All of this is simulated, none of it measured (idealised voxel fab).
process module | voxel trench capacitor
Section cut is 285 nm wide and gridded with 5 nm square cells.
Each cross-section below is a grid of square cells, stated as bands in top-down order, with one or more rows of cells making up each band. Within each band entry, the heights of the top and of the bottom of the band appear first, in that order and in nm; the materials of the band then follow from left to right, each with its corresponding width in nm. The designation "throughout" on a single material indicates that it fills the band from edge to edge; the designation "air" indicates empty space. The reference from which all heights are counted is 0, the level beneath which the as-received wafer is entirely one material; the lowest band, having no lower bound, proceeds downward and is written after the example "0 -> down". Width: "30..40" (first number = top row, second number = bottom row, same change from row to row of cells). No cell of the cross-section changed in a step that is given as "no change occurred". In the "Cavities, closed" entry, you get each enclosed empty space of 8 cells or more, one with no open way to the top, written width x height at distance, distance from the left edge, in nm. Post-settings text on a step line: simulator's own remark regarding the step. "overlay nm" on a masked step: distance the mask lay right of its planned place, negative for left.
-- Here's what the planned process steps look like
- 1: RECEIVE (material Si)
- 2: CONFORMAL_DEP (material SiN; thk nm 10)
- 3: DIRECTIONAL_DEP (material aC; thk nm 10)
- 4: PATTERN (tone open; mask id TRENCH; material resist; width nm 25; pitch nm 50; thk nm 30; overlay nm 0)
- 5: DIRECTIONAL_ETCH (etch materials aC; depth nm 10)
- 6: STRIP (etch materials resist)
- 7: DIRECTIONAL_ETCH (etch materials SiN; depth nm 10)
- 8: DIRECTIONAL_ETCH (etch materials Si; depth nm 30)
- 9: STRIP (etch materials aC)
- 10: CONFORMAL_DEP (material SiO2; thk nm 5)
- 11: FILL_DEP (material polySi; thk nm 10)
- 12: CMP (height nm 10)
-- Wafer, first of two, run as planned
-- Here's what the wafer looked like in cross-section when it arrived - that's after step 1
  0 -> down  Si throughout
  Cavities, closed: none
-- after step 2
  10 -> 0  SiN throughout
  Under the height 0 nothing was changed.
-- after step 3
  20 -> 10  aC throughout
  Under the height 10 nothing was changed.
-- after step 4
  50 -> 20  105 of resist | 25 of air | 25 of resist | 25 of air | 105 of resist
  Under the height 20 nothing was changed.
-- after step 5
  40 -> 20  105 of resist | 25 of air | 25 of resist | 25 of air | 105 of resist
  20 -> 10  105 of aC | 25 of air | 25 of aC | 25 of air | 105 of aC
  Under the height 10 nothing was changed.
-- after step 6
  20 -> 10  105 of aC | 25 of air | 25 of aC | 25 of air | 105 of aC
  Under the height 10 nothing was changed.
-- after step 7
  20 -> 10  105 of aC | 25 of air | 25 of aC | 25 of air | 105 of aC
  10 -> 0  105 of SiN | 25 of air | 25 of SiN | 25 of air | 105 of SiN
  Under the height 0 nothing was changed.
-- after step 8
  20 -> 10  105 of aC | 25 of air | 25 of aC | 25 of air | 105 of aC
  10 -> 0  105 of SiN | 25 of air | 25 of SiN | 25 of air | 105 of SiN
  0 -> -30  105 of Si | 25 of air | 25 of Si | 25 of air | 105 of Si
  Under the height -30 nothing was changed.
-- after step 9
  10 -> 0  105 of SiN | 25 of air | 25 of SiN | 25 of air | 105 of SiN
  Under the height 0 nothing was changed.
-- after step 10
  15 -> 10  110 of SiO2 | 15 of air | 35 of SiO2 | 15 of air | 110 of SiO2
  10 -> 0  105 of SiN | 5 of SiO2 | 15 of air | 5 of SiO2 | 25 of SiN | 5 of SiO2 | 15 of air | 5 of SiO2 | 105 of SiN
  0 -> -25  105 of Si | 5 of SiO2 | 15 of air | 5 of SiO2 | 25 of Si | 5 of SiO2 | 15 of air | 5 of SiO2 | 105 of Si
  -25 -> -30  105 of Si | 25 of SiO2 | 25 of Si | 25 of SiO2 | 105 of Si
  Under the height -30 nothing was changed.
-- after step 11
  25 -> 15  polySi throughout
  15 -> 10  110 of SiO2 | 15 of polySi | 35 of SiO2 | 15 of polySi | 110 of SiO2
  10 -> 0  105 of SiN | 5 of SiO2 | 15 of polySi | 5 of SiO2 | 25 of SiN | 5 of SiO2 | 15 of polySi | 5 of SiO2 | 105 of SiN
  0 -> -25  105 of Si | 5 of SiO2 | 15 of polySi | 5 of SiO2 | 25 of Si | 5 of SiO2 | 15 of polySi | 5 of SiO2 | 105 of Si
  Under the height -25 nothing was changed.
-- after step 12
  10 -> 0  105 of SiN | 5 of SiO2 | 15 of polySi | 5 of SiO2 | 25 of SiN | 5 of SiO2 | 15 of polySi | 5 of SiO2 | 105 of SiN
  Under the height 0 nothing was changed.
-- Here the second wafer is described. Its start and its plan were those of the first wafer. Its run contained one mistake. Up to and including step 1, it did exactly what the first wafer did
-- Here is the second wafer in cross-section at the point where step 2 of the plan should have been done
  10 -> 0  SiO2 throughout
  Under the height 0 nothing was changed.
-- Here is the second wafer in cross-section at the point where step 3 of the plan should have been done
  20 -> 10  aC throughout
  Under the height 10 nothing was changed.
-- Here is the second wafer in cross-section at the point where step 4 of the plan should have been done
  50 -> 20  105 of resist | 25 of air | 25 of resist | 25 of air | 105 of resist
  Under the height 20 nothing was changed.
-- Here is the second wafer in cross-section at the point where step 5 of the plan should have been done
  40 -> 20  105 of resist | 25 of air | 25 of resist | 25 of air | 105 of resist
  20 -> 10  105 of aC | 25 of air | 25 of aC | 25 of air | 105 of aC
  Under the height 10 nothing was changed.
-- Here is the second wafer in cross-section at the point where step 6 of the plan should have been done
  20 -> 10  105 of aC | 25 of air | 25 of aC | 25 of air | 105 of aC
  Under the height 10 nothing was changed.
Here is the second wafer in cross-section at the point where step 7 of the plan should have been done: no change occurred
Here is the second wafer in cross-section at the point where step 8 of the plan should have been done: no change occurred
-- Here is the second wafer in cross-section at the point where step 9 of the plan should have been done
  10 -> 0  SiO2 throughout
  Under the height 0 nothing was changed.
-- Here is the second wafer in cross-section at the point where step 10 of the plan should have been done
  15 -> 0  SiO2 throughout
  Under the height 0 nothing was changed.
-- Here is the second wafer in cross-section at the point where step 11 of the plan should have been done
  25 -> 15  polySi throughout
  Under the height 15 nothing was changed.
-- Here is the second wafer in cross-section at the point where step 12 of the plan should have been done
  10 -> 0  SiO2 throughout
  Under the height 0 nothing was changed.
In executing the process, a mistake was made relative to the plan: step 2 was processed under conditions differing from the plan, specifically as CONFORMAL_DEP (material SiO2; thk nm 10)
FYI, end of process, the second wafer has more or fewer cells of some materials than the first: 60 more of Si; 94 fewer of SiN; 76 more of SiO2; 42 fewer of polySi
